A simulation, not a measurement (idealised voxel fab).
The following is a process module called voxel lift off.
The figure presents cross-section cut, which has a width of 170 nm and is divided into square cells with an edge length of 5 nm.
Throughout this document, each cross-section is represented as a grid of square cells and is presented as a sequence of bands enumerated from the top downward, where a band comprises one or more rows of cells. What a band's entry tells you: where the top is and where the bottom is, as heights in nm, and after that what lies inside, material by material from left to right, each with its width in nm. Empty space is written as the word "empty", and a single material marked with the word "all across" occupies the band from edge to edge. Zero point of the height axis is 0; under it, received wafer = one material. Lowest band: continues down indefinitely, "0 down". Think of "30->40" as a width that walks from the first number to the second as you go down the band, top row to bottom row, taking equal-sized steps from row to row. "remained unchanged" for a step: no cell of the cross-section changed in that step. Empty spaces counting at least 8 cells and having no open way to the top are listed in "Enclosed internal voids". The notation width x height at distance is used for each, the distance being from the left edge and all three values in nm. Text after the settings on a step's line: the simulator's own remark on that step. overlay nm: right-of-plan distance of the mask on a masked step; negative values mean left-of-plan.
# plan
1. RECEIVE, material Si
2. CONFORMAL_DEP, material SiO2, thk nm 5
3. PATTERN, tone open, mask id LINES, material resist, width nm 30, pitch nm 60, thk nm 25, overlay nm 0
4. DIRECTIONAL_DEP, material Ru, thk nm 15
5. STRIP, etch materials resist
6. CONFORMAL_DEP, material SiCN, thk nm 5
# Cross-sectional view of the wafer in its as-received condition, corresponding to the state after step 1
> 0 down | Si all across
> Enclosed internal voids: none
# First of two wafers at the end of the module, shown in cross-section; run carried out as planned
> 25 to 20 | 35 nm empty, then 40 nm SiCN, then 20 nm empty, then 40 nm SiCN, then 35 nm empty
> 20 to 10 | 35 nm empty, then 5 nm SiCN, then 30 nm Ru, then 5 nm SiCN, then 20 nm empty, then 5 nm SiCN, then 30 nm Ru, then 5 nm SiCN, then 35 nm empty
> 10 to 5 | 40 nm SiCN, then 30 nm Ru, then 30 nm SiCN, then 30 nm Ru, then 40 nm SiCN
> 5 to 0 | SiO2 all across
> 0 down | Si all across
> Enclosed internal voids: none
# Wafer two cross-section, module end. Start and plan unchanged from wafer one; one mistake made during the run
> 25 to 20 | 40 nm empty, then 40 nm SiCN, then 20 nm empty, then 40 nm SiCN, then 30 nm empty
> 20 to 10 | 40 nm empty, then 5 nm SiCN, then 30 nm Ru, then 5 nm SiCN, then 20 nm empty, then 5 nm SiCN, then 30 nm Ru, then 5 nm SiCN, then 30 nm empty
> 10 to 5 | 45 nm SiCN, then 30 nm Ru, then 30 nm SiCN, then 30 nm Ru, then 35 nm SiCN
> 5 to 0 | SiO2 all across
> 0 down | Si all across
> Enclosed internal voids: none
Diagnosis: step 3 went in with a setting other than planned; the actual run was PATTERN, tone open, mask id LINES, material resist, width nm 30, pitch nm 60, thk nm 25, overlay nm 5
Upon completion, the cell count for each material on the second wafer equals that on the first, whereas the spatial distribution of those cells differs.
